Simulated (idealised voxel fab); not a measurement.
This section sets out a process module, namely voxel self aligned vias.
This is section cut - it's 250 nm across, gridded in 5 nm square cells.
Notation: cross-section as square-cell grid; stated in bands, top first, going down; one or more cell rows per band. Top height, bottom height, nm. Materials left to right, width each, nm. Single material + "throughout" = fills band edge to edge. "empty" = empty. Below 0: as-received wafer, all one material; heights counted from there. Lowest band: no bottom, goes on down, written "from 0 down". Note: "30..40" means the width goes from the first number (top row of the band) to the second number (bottom row) in equal steps per row of cells. "same as before" -> step changed no cross-section cell. "Trapped cavities": sealed empty spaces, 8 cells or more, no open way to top, listed width x height at distance, with distance from the left edge and width, height and distance in nm. Anything after a step's settings on that line? It's the simulator's own note about the step. overlay nm: how far to the right of its planned place the mask lay on this masked step (negative: to the left).
[Planned step list for the process]
step 1: RECEIVE | material Si
step 2: CONFORMAL_DEP | material SiO2 | thk nm 15
step 3: CONFORMAL_DEP | material SiCN | thk nm 5
step 4: DIRECTIONAL_DEP | material SiO2 | thk nm 25
step 5: MASKED_ETCH | tone open | mask id LINES | width nm 25 | pitch nm 65 | etch materials SiO2 | depth nm 25 | overlay nm 0
step 6: CONFORMAL_DEP | material TiN | thk nm 5
step 7: FILL_DEP | material W | thk nm 5
step 8: CMP | height nm 45
step 9: SELECTIVE_ETCH | etch materials W Ru TiN | depth nm 10
step 10: FILL_DEP | material SiN | thk nm 10
step 11: CMP | height nm 45
step 12: DIRECTIONAL_DEP | material SiO2 | thk nm 20
step 13: MASKED_ETCH | tone open | mask id VIAS | width nm 35 | pitch nm 65 | etch materials SiO2 | depth nm 20 | overlay nm 0
step 14: MASKED_ETCH | tone open | mask id VIAS | width nm 35 | pitch nm 65 | etch materials SiN | depth nm 10 | overlay nm 0
step 15: CONFORMAL_DEP | material TiN | thk nm 5
step 16: FILL_DEP | material W | thk nm 10
step 17: CMP | height nm 65
step 18: CONFORMAL_DEP | material SiN | thk nm 5
[Cross-section of the wafer upon arrival, representing the state reached after step 1]
* from 0 down | Si throughout
* Trapped cavities: none
[Cross-sectional image of the first of two wafers at the end of the module, the run having proceeded as planned]
* from 70 to 65 | SiN throughout
* from 65 to 50 | 75 of SiO2, then 5 of TiN, then 25 of W, then 5 of TiN, then 30 of SiO2, then 5 of TiN, then 25 of W, then 5 of TiN, then 75 of SiO2
* from 50 to 40 | 75..80 of SiO2, then 10..5 of TiN, then 15 of W, then 10..5 of TiN, then 30..40 of SiO2, then 10..5 of TiN, then 15 of W, then 10..5 of TiN, then 75..80 of SiO2
* from 40 to 35 | 80 of SiO2, then 25 of TiN, then 40 of SiO2, then 25 of TiN, then 80 of SiO2
* from 35 to 25 | 80 of SiO2, then 5 of TiN, then 15 of W, then 5 of TiN, then 40 of SiO2, then 5 of TiN, then 15 of W, then 5 of TiN, then 80 of SiO2
* from 25 to 20 | 80 of SiO2, then 25 of TiN, then 40 of SiO2, then 25 of TiN, then 80 of SiO2
* from 20 to 15 | SiCN throughout
* from 15 to 0 | SiO2 throughout
* from 0 down | Si throughout
* Trapped cavities: none
[Wafer two cross-section, module end. Start and plan unchanged from wafer one; one mistake made during the run]
* from 70 to 65 | SiN throughout
* from 65 to 50 | 70 of W, then 5 of TiN, then 35 of SiO2, then 5 of TiN, then 20 of W, then 5 of TiN, then 35 of SiO2, then 5 of TiN, then 70 of W
* from 50 to 45 | 75 of TiN, then 35 of SiO2, then 30 of TiN, then 35 of SiO2, then 75 of TiN
* from 45 to 35 | 80 of SiO2, then 25 of SiN, then 40 of SiO2, then 25 of SiN, then 80 of SiO2
* from 35 to 25 | 80 of SiO2, then 5 of TiN, then 15 of W, then 5 of TiN, then 40 of SiO2, then 5 of TiN, then 15 of W, then 5 of TiN, then 80 of SiO2
* from 25 to 20 | 80 of SiO2, then 25 of TiN, then 40 of SiO2, then 25 of TiN, then 80 of SiO2
* from 20 to 15 | SiCN throughout
* from 15 to 0 | SiO2 throughout
* from 0 down | Si throughout
* Trapped cavities: none
What broke from the plan during processing? step 13 changed vs plan, executed as MASKED_ETCH | tone cover | mask id VIAS | width nm 35 | pitch nm 65 | etch materials SiO2 | depth nm 20 | overlay nm 0
End check, counted in cells, second wafer has more or fewer of these materials than the first: 20 more of SiN | 88 fewer of SiO2 | 14 more of TiN | 54 more of W
